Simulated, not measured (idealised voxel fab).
voxel self aligned vias: a process module
Square cells of 5 nm make up the cross-section cut, whose width is 145 nm.
Cross-section = grid of square cells, listed top down in bands; band = one or more rows. For a band, the entry starts with two heights in nm, that of the top and then that of the bottom, and carries on with the band's materials in order from left to right, each alongside its width in nm; the word "edge to edge" beside a single material means it fills the band edge to edge, and "empty" means empty space. Counting heights begins at 0, where everything beneath is, in the wafer as received, one material. The lowest band has no bottom; it goes on downwards, as "0..down" shows. So if you see something like "30 to 40" for the width, read it as the top row of the band sitting at the first number and the bottom row at the second, with every row in between moving by the same amount as the last. "left unchanged" -> step changed no cross-section cell. The entry "Cavities, closed" lists the empty spaces that cover at least 8 cells and have no open path to the top. Each is written as width x height at distance, where the distance is measured from the left edge and all three values are in nm. If you see something after the settings on a step's line, that's the simulator's own remark about that step. "overlay nm" answers the question of how far to the right of plan the mask lay on a step that has a mask, and when it is negative the answer is to the left.

BELOW IS THE LIST OF PLANNED PROCESS STEPS
| 1 | RECEIVE | material Si |
| 2 | CONFORMAL_DEP | material SiO2 | thk nm 15 |
| 3 | CONFORMAL_DEP | material SiCN | thk nm 5 |
| 4 | DIRECTIONAL_DEP | material SiO2 | thk nm 25 |
| 5 | DIRECTIONAL_DEP | material aC | thk nm 15 |
| 6 | PATTERN | tone open | mask id LINES | material resist | width nm 30 | pitch nm 60 | thk nm 35 | overlay nm 0 |
| 7 | DIRECTIONAL_ETCH | etch materials aC | depth nm 15 |
| 8 | STRIP | etch materials resist |
| 9 | DIRECTIONAL_ETCH | etch materials SiO2 | depth nm 25 |
| 10 | STRIP | etch materials aC |
| 11 | CONFORMAL_DEP | material TiN | thk nm 5 |
| 12 | FILL_DEP | material Ru | thk nm 5 |
| 13 | CMP | height nm 45 |
| 14 | SELECTIVE_ETCH | etch materials W Ru TiN | depth nm 5 |
| 15 | FILL_DEP | material SiN | thk nm 5 |
| 16 | CMP | height nm 45 |
| 17 | DIRECTIONAL_DEP | material SiO2 | thk nm 15 |
| 18 | MASKED_ETCH | tone open | mask id VIAS | width nm 40 | etch materials SiO2 | depth nm 15 | overlay nm 0 |
| 19 | MASKED_ETCH | tone open | mask id VIAS | width nm 40 | etch materials SiN | depth nm 5 | overlay nm 0 |
| 20 | CONFORMAL_DEP | material TiN | thk nm 5 |
| 21 | FILL_DEP | material Cu | thk nm 5 |
| 22 | CMP | height nm 60 |
| 23 | CONFORMAL_DEP | material SiN | thk nm 5 |

FIRST OF THE TWO WAFERS, RUN PER PLAN

RECEIVED-STATE CROSS-SECTION, REFLECTING COMPLETION OF STEP 1
    0..down = Si edge to edge
    Cavities, closed: none

THE FOLLOWING CROSS-SECTION DEPICTS THE WAFER UPON COMPLETION OF STEP 2
    15..0 = SiO2 edge to edge
    Rest of section, below 0: as before.

THE FOLLOWING CROSS-SECTION DEPICTS THE WAFER UPON COMPLETION OF STEP 3
    20..15 = SiCN edge to edge
    Rest of section, below 15: as before.

THE FOLLOWING CROSS-SECTION DEPICTS THE WAFER UPON COMPLETION OF STEP 4
    45..20 = SiO2 edge to edge
    Rest of section, below 20: as before.

THE FOLLOWING CROSS-SECTION DEPICTS THE WAFER UPON COMPLETION OF STEP 5
    60..45 = aC edge to edge
    Rest of section, below 45: as before.

THE FOLLOWING CROSS-SECTION DEPICTS THE WAFER UPON COMPLETION OF STEP 6
    95..60 = 25 resist | 30 empty | 30 resist | 30 empty | 30 resist
    Rest of section, below 60: as before.

THE FOLLOWING CROSS-SECTION DEPICTS THE WAFER UPON COMPLETION OF STEP 7
    80..60 = 25 resist | 30 empty | 30 resist | 30 empty | 30 resist
    60..45 = 25 aC | 30 empty | 30 aC | 30 empty | 30 aC
    Rest of section, below 45: as before.

THE FOLLOWING CROSS-SECTION DEPICTS THE WAFER UPON COMPLETION OF STEP 8
    60..45 = 25 aC | 30 empty | 30 aC | 30 empty | 30 aC
    Rest of section, below 45: as before.

THE FOLLOWING CROSS-SECTION DEPICTS THE WAFER UPON COMPLETION OF STEP 9
    60..45 = 25 aC | 30 empty | 30 aC | 30 empty | 30 aC
    45..20 = 25 SiO2 | 30 empty | 30 SiO2 | 30 empty | 30 SiO2
    Rest of section, below 20: as before.

THE FOLLOWING CROSS-SECTION DEPICTS THE WAFER UPON COMPLETION OF STEP 10
    45..20 = 25 SiO2 | 30 empty | 30 SiO2 | 30 empty | 30 SiO2
    Rest of section, below 20: as before.

THE FOLLOWING CROSS-SECTION DEPICTS THE WAFER UPON COMPLETION OF STEP 11
    50..45 = 30 TiN | 20 empty | 40 TiN | 20 empty | 35 TiN
    45..25 = 25 SiO2 | 5 TiN | 20 empty | 5 TiN | 30 SiO2 | 5 TiN | 20 empty | 5 TiN | 30 SiO2
    25..20 = 25 SiO2 | 30 TiN | 30 SiO2 | 30 TiN | 30 SiO2
    Rest of section, below 20: as before.

THE FOLLOWING CROSS-SECTION DEPICTS THE WAFER UPON COMPLETION OF STEP 12
    55..50 = Ru edge to edge
    50..45 = 30 TiN | 20 Ru | 40 TiN | 20 Ru | 35 TiN
    45..25 = 25 SiO2 | 5 TiN | 20 Ru | 5 TiN | 30 SiO2 | 5 TiN | 20 Ru | 5 TiN | 30 SiO2
    Rest of section, below 25: as before.

THE FOLLOWING CROSS-SECTION DEPICTS THE WAFER UPON COMPLETION OF STEP 13
    45..25 = 25 SiO2 | 5 TiN | 20 Ru | 5 TiN | 30 SiO2 | 5 TiN | 20 Ru | 5 TiN | 30 SiO2
    Rest of section, below 25: as before.

THE FOLLOWING CROSS-SECTION DEPICTS THE WAFER UPON COMPLETION OF STEP 14
    45..40 = 25 SiO2 | 30 empty | 30 SiO2 | 30 empty | 30 SiO2
    Rest of section, below 40: as before.

THE FOLLOWING CROSS-SECTION DEPICTS THE WAFER UPON COMPLETION OF STEP 15
    50..45 = SiN edge to edge
    45..40 = 25 SiO2 | 30 SiN | 30 SiO2 | 30 SiN | 30 SiO2
    Rest of section, below 40: as before.

THE FOLLOWING CROSS-SECTION DEPICTS THE WAFER UPON COMPLETION OF STEP 16
    45..40 = 25 SiO2 | 30 SiN | 30 SiO2 | 30 SiN | 30 SiO2
    Rest of section, below 40: as before.

THE FOLLOWING CROSS-SECTION DEPICTS THE WAFER UPON COMPLETION OF STEP 17
    60..45 = SiO2 edge to edge
    Rest of section, below 45: as before.

THE FOLLOWING CROSS-SECTION DEPICTS THE WAFER UPON COMPLETION OF STEP 18
    60..45 = 20 SiO2 | 40 empty | 85 SiO2
    Rest of section, below 45: as before.

THE FOLLOWING CROSS-SECTION DEPICTS THE WAFER UPON COMPLETION OF STEP 19
    60..45 = 20 SiO2 | 40 empty | 85 SiO2
    45..40 = 25 SiO2 | 30 empty | 30 SiO2 | 30 SiN | 30 SiO2
    Rest of section, below 40: as before.

THE FOLLOWING CROSS-SECTION DEPICTS THE WAFER UPON COMPLETION OF STEP 20
    65..60 = 25 TiN | 30 empty | 90 TiN
    60..50 = 20 SiO2 | 5 TiN | 30 empty | 5 TiN | 85 SiO2
    50..45 = 20 SiO2 | 10 TiN | 20 empty | 10 TiN | 85 SiO2
    45..40 = 25 SiO2 | 30 TiN | 30 SiO2 | 30 SiN | 30 SiO2
    Rest of section, below 40: as before.

THE FOLLOWING CROSS-SECTION DEPICTS THE WAFER UPON COMPLETION OF STEP 21
    70..65 = Cu edge to edge
    65..60 = 25 TiN | 30 Cu | 90 TiN
    60..50 = 20 SiO2 | 5 TiN | 30 Cu | 5 TiN | 85 SiO2
    50..45 = 20 SiO2 | 10 TiN | 20 Cu | 10 TiN | 85 SiO2
    Rest of section, below 45: as before.

THE FOLLOWING CROSS-SECTION DEPICTS THE WAFER UPON COMPLETION OF STEP 22
    60..50 = 20 SiO2 | 5 TiN | 30 Cu | 5 TiN | 85 SiO2
    Rest of section, below 50: as before.

THE FOLLOWING CROSS-SECTION DEPICTS THE WAFER UPON COMPLETION OF STEP 23
    65..60 = SiN edge to edge
    Rest of section, below 60: as before.

HERE THE SECOND WAFER IS DESCRIBED. ITS START AND ITS PLAN WERE THOSE OF THE FIRST WAFER. ITS RUN CONTAINED ONE MISTAKE. UP TO AND INCLUDING STEP 17, IT DID EXACTLY WHAT THE FIRST WAFER DID

THE SECOND WAFER CUT THROUGH, AT THE TIME STEP 18 WAS SUPPOSED TO BE FINISHED
    60..45 = 15 SiO2 | 50 empty | 80 SiO2
    Rest of section, below 45: as before.

THE SECOND WAFER CUT THROUGH, AT THE TIME STEP 19 WAS SUPPOSED TO BE FINISHED
    60..45 = 15 SiO2 | 50 empty | 80 SiO2
    45..40 = 25 SiO2 | 30 empty | 30 SiO2 | 30 SiN | 30 SiO2
    Rest of section, below 40: as before.

THE SECOND WAFER CUT THROUGH, AT THE TIME STEP 20 WAS SUPPOSED TO BE FINISHED
    65..60 = 20 TiN | 40 empty | 85 TiN
    60..50 = 15 SiO2 | 5 TiN | 40 empty | 5 TiN | 80 SiO2
    50..45 = 15 SiO2 | 15 TiN | 20 empty | 15 TiN | 80 SiO2
    45..40 = 25 SiO2 | 30 TiN | 30 SiO2 | 30 SiN | 30 SiO2
    Rest of section, below 40: as before.

THE SECOND WAFER CUT THROUGH, AT THE TIME STEP 21 WAS SUPPOSED TO BE FINISHED
    70..65 = Cu edge to edge
    65..60 = 20 TiN | 40 Cu | 85 TiN
    60..50 = 15 SiO2 | 5 TiN | 40 Cu | 5 TiN | 80 SiO2
    50..45 = 15 SiO2 | 15 TiN | 20 Cu | 15 TiN | 80 SiO2
    Rest of section, below 45: as before.

THE SECOND WAFER CUT THROUGH, AT THE TIME STEP 22 WAS SUPPOSED TO BE FINISHED
    60..50 = 15 SiO2 | 5 TiN | 40 Cu | 5 TiN | 80 SiO2
    Rest of section, below 50: as before.

THE SECOND WAFER CUT THROUGH, AT THE TIME STEP 23 WAS SUPPOSED TO BE FINISHED
    65..60 = SiN edge to edge
    Rest of section, below 60: as before.
Which mistake was made when the wafer was run? so step 18 ended up running with a different setting than we planned, it ran as MASKED_ETCH | tone open | mask id VIAS | width nm 50 | etch materials SiO2 | depth nm 15 | overlay nm 0
At the finish, the second wafer shows more or fewer cells for some materials than the first does: Cu +4 | SiO2 -6 | TiN +2
